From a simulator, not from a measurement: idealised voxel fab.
The process module that follows is named voxel self aligned contacts.
Displayed cross-section: cut, width of 230 nm, square cells sized 5 nm.
Just so we're on the same page, the cross-sections are grids of square cells, and they're listed out in bands top to bottom, each band one or more rows deep. The entry gives the band's vertical extent as a top height and a bottom height in nm, then its horizontal make-up as materials from left to right, each with a width in nm. "air" stands for empty space; a single material marked "edge to edge" fills the band edge to edge. Height is counted from the level 0, under which the received wafer is composed throughout of one material. The lowest of the bands is not closed at the bottom but continues downward, in the notation "0 nm and below". Width spec "30->40" -> top row of cells at first value, bottom row at second value, equal per-row change in between. No cell of the cross-section changed in a step that is given as "nothing changed". Empty spaces without an open route to the top, at least 8 cells in extent, make up the entry "Voids, sealed"; each is given as width x height at distance, where the distance is measured from the left edge, and all are in nm. Formally, on a step line, whatever follows the settings is a remark that the simulator itself makes on the step. If you see "overlay nm" on a step's line and that step has a mask, it's telling you how far right of where it was planned the mask ended up; a negative number means it went left instead.

List of planned process steps:
1: RECEIVE with material Si
2: CONFORMAL_DEP with material SiO2, thk nm 5
3: DIRECTIONAL_DEP with material polySi, thk nm 30
4: DIRECTIONAL_DEP with material SiN, thk nm 20
5: PATTERN with tone cover, mask id GATE, material resist, width nm 35, pitch nm 60, thk nm 15, overlay nm 0
6: DIRECTIONAL_ETCH with etch materials SiN, depth nm 20
7: DIRECTIONAL_ETCH with etch materials polySi, depth nm 30
8: STRIP with etch materials resist
9: CONFORMAL_DEP with material SiN, thk nm 5
10: DIRECTIONAL_ETCH with etch materials SiN, depth nm 5
11: FILL_DEP with material SiO2, thk nm 20
12: CMP with height nm 65
13: PATTERN with tone open, mask id CONTACT, material resist, width nm 35, thk nm 15, overlay nm 0
14: DIRECTIONAL_ETCH with etch materials SiO2, depth nm 65
15: STRIP with etch materials resist
16: CONFORMAL_DEP with material TiN, thk nm 5
17: FILL_DEP with material Ru, thk nm 10
18: CMP with height nm 65
19: CONFORMAL_DEP with material SiCN, thk nm 5

First of two wafers: run as planned:

This is the cross-section of the wafer as we received it, i.e. after step 1:
> 0 nm and below  Si edge to edge
> Voids, sealed: none

Presented here is a cross-section of the wafer after step 2 has been performed:
> 5 nm to 0 nm  SiO2 edge to edge
> Everything below 0 is unchanged.

Presented here is a cross-section of the wafer after step 3 has been performed:
> 35 nm to 5 nm  polySi edge to edge
> Everything below 5 is unchanged.

Presented here is a cross-section of the wafer after step 4 has been performed:
> 55 nm to 35 nm  SiN edge to edge
> Everything below 35 is unchanged.

Presented here is a cross-section of the wafer after step 5 has been performed:
> 70 nm to 55 nm  air: 65 / resist: 35 / air: 25 / resist: 35 / air: 70
> Everything below 55 is unchanged.

Presented here is a cross-section of the wafer after step 6 has been performed:
> 70 nm to 55 nm  air: 65 / resist: 35 / air: 25 / resist: 35 / air: 70
> 55 nm to 35 nm  air: 65 / SiN: 35 / air: 25 / SiN: 35 / air: 70
> Everything below 35 is unchanged.

Presented here is a cross-section of the wafer after step 7 has been performed:
> 70 nm to 55 nm  air: 65 / resist: 35 / air: 25 / resist: 35 / air: 70
> 55 nm to 35 nm  air: 65 / SiN: 35 / air: 25 / SiN: 35 / air: 70
> 35 nm to 5 nm  air: 65 / polySi: 35 / air: 25 / polySi: 35 / air: 70
> Everything below 5 is unchanged.

Presented here is a cross-section of the wafer after step 8 has been performed:
> 55 nm to 35 nm  air: 65 / SiN: 35 / air: 25 / SiN: 35 / air: 70
> Everything below 35 is unchanged.

Presented here is a cross-section of the wafer after step 9 has been performed:
> 60 nm to 35 nm  air: 60 / SiN: 45 / air: 15 / SiN: 45 / air: 65
> 35 nm to 10 nm  air: 60 / SiN: 5 / polySi: 35 / SiN: 5 / air: 15 / SiN: 5 / polySi: 35 / SiN: 5 / air: 65
> 10 nm to 5 nm  SiN: 65 / polySi: 35 / SiN: 25 / polySi: 35 / SiN: 70
> Everything below 5 is unchanged.

Presented here is a cross-section of the wafer after step 10 has been performed:
> 55 nm to 35 nm  air: 60 / SiN: 45 / air: 15 / SiN: 45 / air: 65
> 35 nm to 5 nm  air: 60 / SiN: 5 / polySi: 35 / SiN: 5 / air: 15 / SiN: 5 / polySi: 35 / SiN: 5 / air: 65
> Everything below 5 is unchanged.

Presented here is a cross-section of the wafer after step 11 has been performed:
> 75 nm to 55 nm  SiO2 edge to edge
> 55 nm to 35 nm  SiO2: 60 / SiN: 45 / SiO2: 15 / SiN: 45 / SiO2: 65
> 35 nm to 5 nm  SiO2: 60 / SiN: 5 / polySi: 35 / SiN: 5 / SiO2: 15 / SiN: 5 / polySi: 35 / SiN: 5 / SiO2: 65
> Everything below 5 is unchanged.

Presented here is a cross-section of the wafer after step 12 has been performed:
> 65 nm to 55 nm  SiO2 edge to edge
> Everything below 55 is unchanged.

Presented here is a cross-section of the wafer after step 13 has been performed:
> 80 nm to 65 nm  resist: 95 / air: 35 / resist: 100
> Everything below 65 is unchanged.

Presented here is a cross-section of the wafer after step 14 has been performed:
> 80 nm to 65 nm  resist: 95 / air: 35 / resist: 100
> 65 nm to 55 nm  SiO2: 95 / air: 35 / SiO2: 100
> 55 nm to 35 nm  SiO2: 60 / SiN: 45 / air: 15 / SiN: 45 / SiO2: 65
> 35 nm to 5 nm  SiO2: 60 / SiN: 5 / polySi: 35 / SiN: 5 / air: 15 / SiN: 5 / polySi: 35 / SiN: 5 / SiO2: 65
> 5 nm to 0 nm  SiO2: 105 / air: 15 / SiO2: 110
> Everything below 0 is unchanged.

Presented here is a cross-section of the wafer after step 15 has been performed:
> 65 nm to 55 nm  SiO2: 95 / air: 35 / SiO2: 100
> Everything below 55 is unchanged.

Presented here is a cross-section of the wafer after step 16 has been performed:
> 70 nm to 65 nm  TiN: 100 / air: 25 / TiN: 105
> 65 nm to 55 nm  SiO2: 95 / TiN: 5->15 / air: 25->5 / TiN: 5->15 / SiO2: 100
> 55 nm to 35 nm  SiO2: 60 / SiN: 45 / TiN: 5 / air: 5 / TiN: 5 / SiN: 45 / SiO2: 65
> 35 nm to 5 nm  SiO2: 60 / SiN: 5 / polySi: 35 / SiN: 5 / TiN: 5 / air: 5 / TiN: 5 / SiN: 5 / polySi: 35 / SiN: 5 / SiO2: 65
> 5 nm to 0 nm  SiO2: 105 / TiN: 15 / SiO2: 110
> Everything below 0 is unchanged.

Presented here is a cross-section of the wafer after step 17 has been performed:
> 80 nm to 70 nm  Ru edge to edge
> 70 nm to 65 nm  TiN: 100 / Ru: 25 / TiN: 105
> 65 nm to 55 nm  SiO2: 95 / TiN: 5->15 / Ru: 25->5 / TiN: 5->15 / SiO2: 100
> 55 nm to 35 nm  SiO2: 60 / SiN: 45 / TiN: 5 / Ru: 5 / TiN: 5 / SiN: 45 / SiO2: 65
> 35 nm to 5 nm  SiO2: 60 / SiN: 5 / polySi: 35 / SiN: 5 / TiN: 5 / Ru: 5 / TiN: 5 / SiN: 5 / polySi: 35 / SiN: 5 / SiO2: 65
> Everything below 5 is unchanged.

Presented here is a cross-section of the wafer after step 18 has been performed:
> 65 nm to 55 nm  SiO2: 95 / TiN: 5->15 / Ru: 25->5 / TiN: 5->15 / SiO2: 100
> Everything below 55 is unchanged.

Presented here is a cross-section of the wafer after step 19 has been performed:
> 70 nm to 65 nm  SiCN edge to edge
> Everything below 65 is unchanged.

Second wafer, same starting conditions and recipe as the first, one mistake in executing it, nothing differs from the first up to and including step 12:

Cross-section of the second wafer at the time step 13 of the plan should have ended:
> 80 nm to 65 nm  resist: 105 / air: 35 / resist: 90
> Everything below 65 is unchanged.

Cross-section of the second wafer at the time step 14 of the plan should have ended:
> 80 nm to 65 nm  resist: 105 / air: 35 / resist: 90
> 65 nm to 55 nm  SiO2: 105 / air: 35 / SiO2: 90
> 55 nm to 35 nm  SiO2: 60 / SiN: 45 / air: 15 / SiN: 45 / SiO2: 65
> 35 nm to 5 nm  SiO2: 60 / SiN: 5 / polySi: 35 / SiN: 5 / air: 15 / SiN: 5 / polySi: 35 / SiN: 5 / SiO2: 65
> 5 nm to 0 nm  SiO2: 105 / air: 15 / SiO2: 110
> Everything below 0 is unchanged.

Cross-section of the second wafer at the time step 15 of the plan should have ended:
> 65 nm to 55 nm  SiO2: 105 / air: 35 / SiO2: 90
> Everything below 55 is unchanged.

Cross-section of the second wafer at the time step 16 of the plan should have ended:
> 70 nm to 65 nm  TiN: 110 / air: 25 / TiN: 95
> 65 nm to 55 nm  SiO2: 105 / TiN: 5 / air: 25->5 / TiN: 5->25 / SiO2: 90
> 55 nm to 35 nm  SiO2: 60 / SiN: 45 / TiN: 5 / air: 5 / TiN: 5 / SiN: 45 / SiO2: 65
> 35 nm to 5 nm  SiO2: 60 / SiN: 5 / polySi: 35 / SiN: 5 / TiN: 5 / air: 5 / TiN: 5 / SiN: 5 / polySi: 35 / SiN: 5 / SiO2: 65
> 5 nm to 0 nm  SiO2: 105 / TiN: 15 / SiO2: 110
> Everything below 0 is unchanged.

Cross-section of the second wafer at the time step 17 of the plan should have ended:
> 80 nm to 70 nm  Ru edge to edge
> 70 nm to 65 nm  TiN: 110 / Ru: 25 / TiN: 95
> 65 nm to 55 nm  SiO2: 105 / TiN: 5 / Ru: 25->5 / TiN: 5->25 / SiO2: 90
> 55 nm to 35 nm  SiO2: 60 / SiN: 45 / TiN: 5 / Ru: 5 / TiN: 5 / SiN: 45 / SiO2: 65
> 35 nm to 5 nm  SiO2: 60 / SiN: 5 / polySi: 35 / SiN: 5 / TiN: 5 / Ru: 5 / TiN: 5 / SiN: 5 / polySi: 35 / SiN: 5 / SiO2: 65
> Everything below 5 is unchanged.

Cross-section of the second wafer at the time step 18 of the plan should have ended:
> 65 nm to 55 nm  SiO2: 105 / TiN: 5 / Ru: 25->5 / TiN: 5->25 / SiO2: 90
> Everything below 55 is unchanged.

Cross-section of the second wafer at the time step 19 of the plan should have ended:
> 70 nm to 65 nm  SiCN edge to edge
> Everything below 65 is unchanged.
Plan not followed: step 13 was not run as planned; what actually ran was PATTERN with tone open, mask id CONTACT, material resist, width nm 35, thk nm 15, overlay nm 10
In the final comparison it is observed that the number of cells assigned to each material is identical for the two wafers, whereas their placement is not.
